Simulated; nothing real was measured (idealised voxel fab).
A process module follows: voxel ribs on slabs.
We display cut, a cross-section 260 nm in width whose square cells are each 5 nm.
Cross-sections here: square-cell grids, written as top-down lists of bands, a band being one or more rows of cells.
The band entry comprises the height of the band's top followed by the height of its bottom, expressed in nm, and subsequently the band's materials from left to right, each stated together with its width in nm. Where a single material is marked with the word "throughout", that material fills the band from edge to edge. The word "blank" represents empty space.
The level at which height equals 0 is the one under which the wafer, as it arrives, is entirely one material. No lower edge exists for the bottom band, which continues downward and is notated as in "0 nm and below".
A two-number width, for instance "30..40", indicates that the width is equal to the first number in the top row of the band and to the second number in the bottom row, and that it changes by a constant amount per row of cells.
Take "no modification" at face value: in the step it is given for, the cross-section changed in none of its cells.
Listed in "Fully sealed voids": every empty space of 8 or more cells without an open way to the top. Form: width x height at distance, the distance being from the left edge, all in nm.
That trailing text on a step's line, after the settings, is the simulator's own remark on the step.
When a step includes a mask, the "overlay nm" setting on its line states how far to the right of its planned place that mask lay, and negative values state how far to the left.
### Here's what the planned process steps look like
- 1: op RECEIVE | material Si
- 2: op DIRECTIONAL_DEP | material SiO2 | thk nm 30
- 3: op DIRECTIONAL_DEP | material SiN | thk nm 15
- 4: op PATTERN | tone cover | mask id RIB | material resist | width nm 20 | thk nm 15 | overlay nm 0
- 5: op DIRECTIONAL_ETCH | etch materials SiN | depth nm 10
- 6: op STRIP | etch materials resist
- 7: op PATTERN | tone cover | mask id SLAB | material resist | width nm 50 | thk nm 20 | overlay nm -15
- 8: op DIRECTIONAL_ETCH | etch materials SiN | depth nm 5
- 9: op STRIP | etch materials resist
- 10: op FILL_DEP | material SiO2 | thk nm 20
- 11: op CMP | height nm 60
- 12: op DIRECTIONAL_DEP | material W | thk nm 5
- 13: op PATTERN | tone cover | mask id HEATER | material resist | width nm 30 | thk nm 20 | overlay nm 0
- 14: op DIRECTIONAL_ETCH | etch materials W | depth nm 5
- 15: op STRIP | etch materials resist
- 16: op CONFORMAL_DEP | material SiN | thk nm 10
Don't read the plan's overlay nm for step 7 as applying to every wafer: that's the first wafer's value, and the wafers differ in it, though they all start identical.
### Received condition of the first of several wafers, sectioned: post-step 1
	0 nm and below: Si throughout
	Fully sealed voids: none
### The figure below presents a cross-section of the first of several wafers at the conclusion of the module, following its last step, step 16
	75 nm to 70 nm: 105 of blank; 50 of SiN; 105 of blank
	70 nm to 65 nm: SiN throughout
	65 nm to 60 nm: 115 of SiN; 30 of W; 115 of SiN
	60 nm to 45 nm: SiO2 throughout
	45 nm to 35 nm: 120 of SiO2; 20 of SiN; 120 of SiO2
	35 nm to 30 nm: 90 of SiO2; 50 of SiN; 120 of SiO2
	30 nm to 0 nm: SiO2 throughout
	0 nm and below: Si throughout
	Fully sealed voids: none
### last wafer at the end
	75 nm to 70 nm: 105 of blank; 50 of SiN; 105 of blank
	70 nm to 65 nm: SiN throughout
	65 nm to 60 nm: 115 of SiN; 30 of W; 115 of SiN
	60 nm to 45 nm: SiO2 throughout
	45 nm to 35 nm: 120 of SiO2; 20 of SiN; 120 of SiO2
	35 nm to 30 nm: 120 of SiO2; 50 of SiN; 90 of SiO2
	30 nm to 0 nm: SiO2 throughout
	0 nm and below: Si throughout
	Fully sealed voids: none
### Note: the following table is arranged by wafer, a row apiece. Each row reports the end-of-module state: per material, cells gained (+) or cells lost (-) compared with the wafer as received; closed voids follow
overlay nm -15, +126 SiN, +606 SiO2, +6 W, Fully sealed voids: none
overlay nm -10, +126 SiN, +606 SiO2, +6 W, Fully sealed voids: none
overlay nm -5, +126 SiN, +606 SiO2, +6 W, Fully sealed voids: none
overlay nm 0, +126 SiN, +606 SiO2, +6 W, Fully sealed voids: none
overlay nm 5, +126 SiN, +606 SiO2, +6 W, Fully sealed voids: none
overlay nm 10, +126 SiN, +606 SiO2, +6 W, Fully sealed voids: none
overlay nm 15, +126 SiN, +606 SiO2, +6 W, Fully sealed voids: none
